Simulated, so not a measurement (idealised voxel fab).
The name of this process module is voxel quadruple lines.
The figure presents cross-section cut, which has a width of 275 nm and is divided into square cells with an edge length of 5 nm.
Bands, listed from the top down, are how a cross-section gets written in this document; the cross-section itself is a grid of square cells, and a band is one or more rows of them.
In this notation a band is specified by the heights of its top and bottom, in that order and in nm, after which its materials appear from left to right, each paired with its width in nm. The word "edge to edge" attached to a single material means that material fills the band from edge to edge; the word "empty" stands for empty space.
A quick word on heights: they are counted from 0, and under that level the wafer as it came to us is one material throughout. The lowest band is different from the rest in having no bottom; it simply continues downward, written as in "0 nm and below".
A two-number width, for instance "30..40", indicates that the width is equal to the first number in the top row of the band and to the second number in the bottom row, and that it changes by a constant amount per row of cells.
It should be understood that the words "no change", when stated for a given step, signify that the cross-section underwent no change in any of its cells during that step.
Any empty space of 8 cells or more lacking an open way to the top shows up in "closed voids" as width x height at distance, distance from the left edge, in nm.
It should be noted that, on the line of a given step, the content following the step's settings is a remark produced by the simulator itself with respect to that step.
A step's line can hold "overlay nm"; with a mask on that step, the setting says how far right of the planned place the mask lay, while a negative setting says it lay to the left.

# The planned process steps are enumerated hereunder
1. RECEIVE (material Si)
2. CONFORMAL_DEP (material SiO2; thk nm 10)
3. DIRECTIONAL_DEP (material W; thk nm 10)
4. DIRECTIONAL_DEP (material polySi; thk nm 15)
5. DIRECTIONAL_DEP (material aC; thk nm 25)
6. PATTERN (tone cover; mask id MANDREL; material resist; width nm 30; thk nm 35; overlay nm 0)
7. DIRECTIONAL_ETCH (etch materials aC; depth nm 25)
8. STRIP (etch materials resist)
9. CONFORMAL_DEP (material SiO2; thk nm 10)
10. DIRECTIONAL_ETCH (etch materials SiO2; depth nm 10)
11. STRIP (etch materials aC)
12. DIRECTIONAL_ETCH (etch materials polySi; depth nm 15)
13. STRIP (etch materials SiO2)
14. CONFORMAL_DEP (material SiCN; thk nm 10)
15. DIRECTIONAL_ETCH (etch materials SiCN; depth nm 10)
16. STRIP (etch materials polySi)
17. DIRECTIONAL_ETCH (etch materials W; depth nm 10)
18. STRIP (etch materials SiCN)

# Wafer cross-section on receipt, i.e. after step 1
    0 nm and below  Si edge to edge
    closed voids: none

# The first of the two wafers as seen in cross-section once the module was finished; processing followed the plan
    20 nm to 10 nm  100 nm empty, then 10 nm W, then 10 nm empty, then 10 nm W, then 10 nm empty, then 10 nm W, then 10 nm empty, then 10 nm W, then 105 nm empty
    10 nm to 0 nm  SiO2 edge to edge
    0 nm and below  Si edge to edge
    closed voids: none

# Now the second wafer, cross-sectioned at the end of the module. Nothing different at the start, nothing different in the plan compared with the first, just one mistake when it was actually run
    10 nm to 0 nm  100 nm empty, then 10 nm W, then 10 nm empty, then 10 nm W, then 10 nm empty, then 10 nm W, then 10 nm empty, then 10 nm W, then 105 nm empty
    0 nm and below  Si edge to edge
    closed voids: none
It is concluded that the wafer was processed incorrectly with respect to the plan, in that step 2 of the plan was omitted and not executed
Wrapping up, a cell-based count of both wafers puts the second over or under the first for these materials: 110 fewer of SiO2
